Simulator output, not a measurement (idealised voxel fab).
process module | voxel local oxidation
cross-section cut | 165 nm wide | cells 5 nm
A cross-section is a grid of square cells, given in bands from the top down. A band is one or more rows of cells.
Each band's line starts with the height of the band's top and of its bottom, in nm. Then come its materials from left to right, each with its width in nm. One material with "throughout" fills the band from edge to edge. "air" is empty space.
Height 0 is the level under which the wafer as received is all one material. The lowest band goes on downwards, as in "0 down".
A width such as "30 to 40" changes by the same amount from each row of cells to the next, from the band's top row to its bottom row.
"no change" after a step means that no cell of the cross-section changed.
closed voids: empty space of 8 cells or more with no open way to the top, each as width x height at its distance from the left edge, in nm
after a step's settings: what the simulator itself notes on the step
overlay nm, on a step with a mask: how far to the right of its planned place the mask lay; to the left if negative
plan
1 op RECEIVE | material Si
2 op OXIDIZE | depth nm 5
3 op CONFORMAL_DEP | material SiN | thk nm 10
4 op PATTERN | tone cover | mask id ACTIVE | material resist | width nm 105 | thk nm 15 | overlay nm 0
5 op DIRECTIONAL_ETCH | etch materials SiN | depth nm 10
6 op STRIP | etch materials resist
7 op SELECTIVE_ETCH | etch materials SiO2 | depth nm 5
8 op OXIDIZE | depth nm 15
9 op STRIP | etch materials SiN
first wafer, as planned
as received, after step 1
  0 down: Si throughout
  closed voids: none
after step 2
  0 to -5: SiO2 throughout
  below -5: unchanged
after step 3
  10 to 0: SiN throughout
  below 0: unchanged
after step 4
  25 to 10: air 30 | resist 105 | air 30
  below 10: unchanged
after step 5
  25 to 10: air 30 | resist 105 | air 30
  10 to 0: air 30 | SiN 105 | air 30
  below 0: unchanged
after step 6
  10 to 0: air 30 | SiN 105 | air 30
  below 0: unchanged
after step 7
  10 to 0: air 30 | SiN 105 | air 30
  0 to -5: air 35 | SiO2 95 | air 35
  below -5: unchanged
after step 8
  10 to 0: air 30 | SiN 105 | air 30
  0 to -5: air 35 | SiO2 95 | air 35
  -5 to -20: SiO2 50 | Si 65 | SiO2 50
  below -20: unchanged
after step 9
  0 to -5: air 35 | SiO2 95 | air 35
  below -5: unchanged
second wafer: like start, like plan, one mistake. Through step 3 it matches the first wafer
when step 4 should have ended
  25 to 10: air 35 | resist 100 | air 30
  below 10: unchanged
when step 5 should have ended
  25 to 10: air 35 | resist 100 | air 30
  10 to 0: air 35 | SiN 100 | air 30
  below 0: unchanged
when step 6 should have ended
  10 to 0: air 35 | SiN 100 | air 30
  below 0: unchanged
when step 7 should have ended
  10 to 0: air 35 | SiN 100 | air 30
  0 to -5: air 40 | SiO2 90 | air 35
  below -5: unchanged
when step 8 should have ended
  10 to 0: air 35 | SiN 100 | air 30
  0 to -5: air 40 | SiO2 90 | air 35
  -5 to -20: SiO2 55 | Si 60 | SiO2 50
  below -20: unchanged
when step 9 should have ended
  0 to -5: air 40 | SiO2 90 | air 35
  below -5: unchanged
what went wrong: step 4 ran as: op PATTERN | tone cover | mask id ACTIVE | material resist | width nm 100 | thk nm 15 | overlay nm 0
at the end the second wafer has, in cells: 3 fewer of Si | 2 more of SiO2
